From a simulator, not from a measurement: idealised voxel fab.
The process module presented herein is designated voxel ribs on slabs.
Displayed cross-section: cut, width of 190 nm, square cells sized 5 nm.
Each cross-section below is a grid of square cells, stated as bands in top-down order, with one or more rows of cells making up each band.
Heights first: top, then bottom, in nm. Then materials, left to right, each with a width in nm. "full width" on a single material: fills the band edge to edge. "empty": empty space.
The level at which height equals 0 is the one under which the wafer, as it arrives, is entirely one material. No lower edge exists for the bottom band, which continues downward and is notated as in "from 0 down".
The width entry "30..40" should be interpreted row by row: the top row of cells in the band takes the first number, the bottom row takes the second number, and the change between adjacent rows is uniform throughout.
When a step is marked "remained unchanged", none of the cells in the cross-section changed during that step.
"Closed void inventory" lists enclosed empty spaces (at least 8 cells, no open path upward to the top), each as width x height at distance from the left edge, in nm.
Note: text after step settings on the step line = simulator remark on that step.
The line of a step may include "overlay nm". On a step with a mask, this value is how far to the right of its planned place the mask lay. A negative value means the mask lay to the left.

-- Process steps foreseen in the plan
1: RECEIVE, material Si
2: DIRECTIONAL_DEP, material SiO2, thk nm 20
3: DIRECTIONAL_DEP, material SiN, thk nm 25
4: DIRECTIONAL_DEP, material aC, thk nm 10
5: PATTERN, tone cover, mask id RIB, material resist, width nm 20, thk nm 30, overlay nm 0
6: DIRECTIONAL_ETCH, etch materials aC, depth nm 10
7: STRIP, etch materials resist
8: DIRECTIONAL_ETCH, etch materials SiN, depth nm 10
9: STRIP, etch materials aC
10: DIRECTIONAL_DEP, material aC, thk nm 15
11: PATTERN, tone cover, mask id SLAB, material resist, width nm 80, thk nm 35, overlay nm 0
12: DIRECTIONAL_ETCH, etch materials aC, depth nm 15
13: STRIP, etch materials resist
14: DIRECTIONAL_ETCH, etch materials SiN, depth nm 15
15: STRIP, etch materials aC
16: FILL_DEP, material SiO2, thk nm 20
17: CMP, height nm 55
18: DIRECTIONAL_DEP, material W, thk nm 5
19: MASKED_ETCH, tone cover, mask id HEATER, width nm 30, etch materials W, depth nm 5, overlay nm 0
20: CONFORMAL_DEP, material SiN, thk nm 5

-- First of the two wafers, run per plan

-- Here's what the wafer looked like in cross-section when it arrived - that's after step 1
> from 0 down | Si full width
> Closed void inventory: none

-- The following cross-section depicts the wafer upon completion of step 2
> from 20 to 0 | SiO2 full width
> Under the height 0 nothing was changed.

-- The following cross-section depicts the wafer upon completion of step 3
> from 45 to 20 | SiN full width
> Under the height 20 nothing was changed.

-- The following cross-section depicts the wafer upon completion of step 4
> from 55 to 45 | aC full width
> Under the height 45 nothing was changed.

-- The following cross-section depicts the wafer upon completion of step 5
> from 85 to 55 | 85 of empty; 20 of resist; 85 of empty
> Under the height 55 nothing was changed.

-- The following cross-section depicts the wafer upon completion of step 6
> from 75 to 55 | 85 of empty; 20 of resist; 85 of empty
> from 55 to 45 | 85 of empty; 20 of aC; 85 of empty
> Under the height 45 nothing was changed.

-- The following cross-section depicts the wafer upon completion of step 7
> from 55 to 45 | 85 of empty; 20 of aC; 85 of empty
> Under the height 45 nothing was changed.

-- The following cross-section depicts the wafer upon completion of step 8
> from 55 to 45 | 85 of empty; 20 of aC; 85 of empty
> from 45 to 35 | 85 of empty; 20 of SiN; 85 of empty
> Under the height 35 nothing was changed.

-- The following cross-section depicts the wafer upon completion of step 9
> from 45 to 35 | 85 of empty; 20 of SiN; 85 of empty
> Under the height 35 nothing was changed.

-- The following cross-section depicts the wafer upon completion of step 10
> from 60 to 50 | 85 of empty; 20 of aC; 85 of empty
> from 50 to 45 | aC full width
> from 45 to 35 | 85 of aC; 20 of SiN; 85 of aC
> Under the height 35 nothing was changed.

-- The following cross-section depicts the wafer upon completion of step 11
> from 95 to 60 | 55 of empty; 80 of resist; 55 of empty
> from 60 to 50 | 55 of empty; 30 of resist; 20 of aC; 30 of resist; 55 of empty
> Under the height 50 nothing was changed.

-- The following cross-section depicts the wafer upon completion of step 12
> from 80 to 60 | 55 of empty; 80 of resist; 55 of empty
> from 60 to 50 | 55 of empty; 30 of resist; 20 of aC; 30 of resist; 55 of empty
> from 50 to 45 | 55 of empty; 80 of aC; 55 of empty
> from 45 to 35 | 55 of empty; 30 of aC; 20 of SiN; 30 of aC; 55 of empty
> Under the height 35 nothing was changed.

-- The following cross-section depicts the wafer upon completion of step 13
> from 60 to 50 | 85 of empty; 20 of aC; 85 of empty
> Under the height 50 nothing was changed.

-- The following cross-section depicts the wafer upon completion of step 14
> from 60 to 50 | 85 of empty; 20 of aC; 85 of empty
> from 50 to 45 | 55 of empty; 80 of aC; 55 of empty
> from 45 to 35 | 55 of empty; 30 of aC; 20 of SiN; 30 of aC; 55 of empty
> from 35 to 20 | 55 of empty; 80 of SiN; 55 of empty
> Under the height 20 nothing was changed.

-- The following cross-section depicts the wafer upon completion of step 15
> from 45 to 35 | 85 of empty; 20 of SiN; 85 of empty
> Under the height 35 nothing was changed.

-- The following cross-section depicts the wafer upon completion of step 16
> from 65 to 45 | SiO2 full width
> from 45 to 35 | 85 of SiO2; 20 of SiN; 85 of SiO2
> from 35 to 20 | 55 of SiO2; 80 of SiN; 55 of SiO2
> Under the height 20 nothing was changed.

-- The following cross-section depicts the wafer upon completion of step 17
> from 55 to 45 | SiO2 full width
> Under the height 45 nothing was changed.

-- The following cross-section depicts the wafer upon completion of step 18
> from 60 to 55 | W full width
> Under the height 55 nothing was changed.

-- The following cross-section depicts the wafer upon completion of step 19
> from 60 to 55 | 80 of empty; 30 of W; 80 of empty
> Under the height 55 nothing was changed.

-- The following cross-section depicts the wafer upon completion of step 20
> from 65 to 60 | 75 of empty; 40 of SiN; 75 of empty
> from 60 to 55 | 80 of SiN; 30 of W; 80 of SiN
> Under the height 55 nothing was changed.

-- What follows concerns the second wafer, which started out like the first and was meant to follow the very same plan; one mistake crept in when it was run, but everything up to and including step 1 is the same as for the first wafer

-- At the planned end of step 2, the second wafer in cross-section
> from 30 to 0 | SiO2 full width
> Under the height 0 nothing was changed.

-- At the planned end of step 3, the second wafer in cross-section
> from 55 to 30 | SiN full width
> Under the height 30 nothing was changed.

-- At the planned end of step 4, the second wafer in cross-section
> from 65 to 55 | aC full width
> Under the height 55 nothing was changed.

-- At the planned end of step 5, the second wafer in cross-section
> from 95 to 65 | 85 of empty; 20 of resist; 85 of empty
> Under the height 65 nothing was changed.

-- At the planned end of step 6, the second wafer in cross-section
> from 85 to 65 | 85 of empty; 20 of resist; 85 of empty
> from 65 to 55 | 85 of empty; 20 of aC; 85 of empty
> Under the height 55 nothing was changed.

-- At the planned end of step 7, the second wafer in cross-section
> from 65 to 55 | 85 of empty; 20 of aC; 85 of empty
> Under the height 55 nothing was changed.

-- At the planned end of step 8, the second wafer in cross-section
> from 65 to 55 | 85 of empty; 20 of aC; 85 of empty
> from 55 to 45 | 85 of empty; 20 of SiN; 85 of empty
> Under the height 45 nothing was changed.

-- At the planned end of step 9, the second wafer in cross-section
> from 55 to 45 | 85 of empty; 20 of SiN; 85 of empty
> Under the height 45 nothing was changed.

-- At the planned end of step 10, the second wafer in cross-section
> from 70 to 60 | 85 of empty; 20 of aC; 85 of empty
> from 60 to 55 | aC full width
> from 55 to 45 | 85 of aC; 20 of SiN; 85 of aC
> Under the height 45 nothing was changed.

-- At the planned end of step 11, the second wafer in cross-section
> from 105 to 70 | 55 of empty; 80 of resist; 55 of empty
> from 70 to 60 | 55 of empty; 30 of resist; 20 of aC; 30 of resist; 55 of empty
> Under the height 60 nothing was changed.

-- At the planned end of step 12, the second wafer in cross-section
> from 90 to 70 | 55 of empty; 80 of resist; 55 of empty
> from 70 to 60 | 55 of empty; 30 of resist; 20 of aC; 30 of resist; 55 of empty
> from 60 to 55 | 55 of empty; 80 of aC; 55 of empty
> from 55 to 45 | 55 of empty; 30 of aC; 20 of SiN; 30 of aC; 55 of empty
> Under the height 45 nothing was changed.

-- At the planned end of step 13, the second wafer in cross-section
> from 70 to 60 | 85 of empty; 20 of aC; 85 of empty
> Under the height 60 nothing was changed.

-- At the planned end of step 14, the second wafer in cross-section
> from 70 to 60 | 85 of empty; 20 of aC; 85 of empty
> from 60 to 55 | 55 of empty; 80 of aC; 55 of empty
> from 55 to 45 | 55 of empty; 30 of aC; 20 of SiN; 30 of aC; 55 of empty
> from 45 to 30 | 55 of empty; 80 of SiN; 55 of empty
> Under the height 30 nothing was changed.

-- At the planned end of step 15, the second wafer in cross-section
> from 55 to 45 | 85 of empty; 20 of SiN; 85 of empty
> Under the height 45 nothing was changed.

-- At the planned end of step 16, the second wafer in cross-section
> from 75 to 55 | SiO2 full width
> from 55 to 45 | 85 of SiO2; 20 of SiN; 85 of SiO2
> from 45 to 30 | 55 of SiO2; 80 of SiN; 55 of SiO2
> Under the height 30 nothing was changed.

-- At the planned end of step 17, the second wafer in cross-section
> from 55 to 45 | 85 of SiO2; 20 of SiN; 85 of SiO2
> Under the height 45 nothing was changed.

-- At the planned end of step 18, the second wafer in cross-section
> from 60 to 55 | W full width
> Under the height 55 nothing was changed.

-- At the planned end of step 19, the second wafer in cross-section
> from 60 to 55 | 80 of empty; 30 of W; 80 of empty
> Under the height 55 nothing was changed.

-- At the planned end of step 20, the second wafer in cross-section
> from 65 to 60 | 75 of empty; 40 of SiN; 75 of empty
> from 60 to 55 | 80 of SiN; 30 of W; 80 of SiN
> Under the height 55 nothing was changed.
Plan not followed: step 2 off recipe, ran as DIRECTIONAL_DEP, material SiO2, thk nm 30
If you tally the cells, the second wafer ends up with the same amount of every material as the first; it's all just sitting in different places.
